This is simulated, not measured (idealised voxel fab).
process module | voxel capacitor over wiring
cross-section cut | 255 nm wide | cells 5 nm
A cross-section is a grid of square cells, given in bands from the top down. A band is one or more rows of cells.
Each band's line starts with the height of the band's top and of its bottom, in nm. Then come its materials from left to right, each with its width in nm. One material with "throughout" fills the band from edge to edge. "air" is empty space.
Height 0 is the level under which the wafer as received is all one material. The lowest band goes on downwards, as in "0 down".
A width such as "30 to 40" changes by the same amount from each row of cells to the next, from the band's top row to its bottom row.
"no change" after a step means that no cell of the cross-section changed.
closed voids: empty space of 8 cells or more with no open way to the top, each as width x height at its distance from the left edge, in nm
after a step's settings: what the simulator itself notes on the step
overlay nm, on a step with a mask: how far to the right of its planned place the mask lay; to the left if negative
plan
1 op RECEIVE | material Si
2 op CONFORMAL_DEP | material SiO2 | thk nm 15
3 op DIRECTIONAL_DEP | material TiN | thk nm 5
4 op DIRECTIONAL_DEP | material Ru | thk nm 25
5 op MASKED_ETCH | tone cover | mask id METAL_1 | width nm 20 | pitch nm 85 | etch materials Ru | depth nm 25 | overlay nm 0
6 op MASKED_ETCH | tone cover | mask id METAL_1 | width nm 20 | pitch nm 85 | etch materials TiN | depth nm 5 | overlay nm 0
7 op FILL_DEP | material SiO2 | thk nm 10
8 op CMP | height nm 45
9 op CONFORMAL_DEP | material SiCN | thk nm 5
10 op DIRECTIONAL_DEP | material SiO2 | thk nm 20
11 op DIRECTIONAL_DEP | material aC | thk nm 10
12 op PATTERN | tone open | mask id PLUG_1 | material resist | width nm 15 | thk nm 30 | overlay nm 0
13 op DIRECTIONAL_ETCH | etch materials aC | depth nm 10
14 op STRIP | etch materials resist
15 op DIRECTIONAL_ETCH | etch materials SiO2 | depth nm 20
16 op DIRECTIONAL_ETCH | etch materials SiCN | depth nm 5
17 op STRIP | etch materials aC
18 op EPI | material Ru | thk nm 10
19 op EPI | material Ru | thk nm 10
20 op EPI | material Ru | thk nm 5
21 op DIRECTIONAL_DEP | material TiN | thk nm 5
22 op DIRECTIONAL_DEP | material HfO2 | thk nm 5
23 op DIRECTIONAL_DEP | material TiN | thk nm 5
24 op MASKED_ETCH | tone cover | mask id UPPER_PLATE | width nm 70 | etch materials TiN | depth nm 5 | overlay nm 0
25 op MASKED_ETCH | tone cover | mask id UPPER_PLATE | width nm 70 | etch materials HfO2 | depth nm 5 | overlay nm 0
26 op MASKED_ETCH | tone cover | mask id LOWER_PLATE | width nm 80 | etch materials TiN | depth nm 5 | overlay nm 0
27 op FILL_DEP | material SiO2 | thk nm 15
28 op CMP | height nm 95
29 op PATTERN | tone open | mask id PLUG_2 | material resist | width nm 15 | thk nm 15 | overlay nm 0
30 op DIRECTIONAL_ETCH | etch materials SiO2 | depth nm 10
31 op STRIP | etch materials resist
32 op CONFORMAL_DEP | material TiN | thk nm 5
33 op FILL_DEP | material Ru | thk nm 10
34 op CMP | height nm 95
35 op CONFORMAL_DEP | material SiCN | thk nm 5
as received, after step 1
  0 down: Si throughout
  closed voids: none
a wafer at the end: this start, this plan, one mistake
  115 to 110: SiCN throughout
  110 to 100: Ru throughout
  100 to 95: TiN 95 | Ru 5 | TiN 155
  95 to 90: SiO2 90 | TiN 5 | Ru 5 | TiN 5 | SiO2 150
  90 to 80: SiO2 90 to 80 | TiN 15 to 70 | SiO2 150 to 105
  80 to 75: SiO2 80 | HfO2 70 | SiO2 105
  75 to 70: SiO2 75 | TiN 80 | SiO2 100
  70 to 50: SiO2 80 | Ru 15 | SiO2 160
  50 to 45: SiCN 80 | Ru 15 | SiCN 160
  45 to 20: SiO2 75 | Ru 20 | SiO2 65 | Ru 20 | SiO2 75
  20 to 15: SiO2 75 | TiN 20 | SiO2 65 | TiN 20 | SiO2 75
  15 to 0: SiO2 throughout
  0 down: Si throughout
  closed voids: none
what went wrong: step 34 was left out
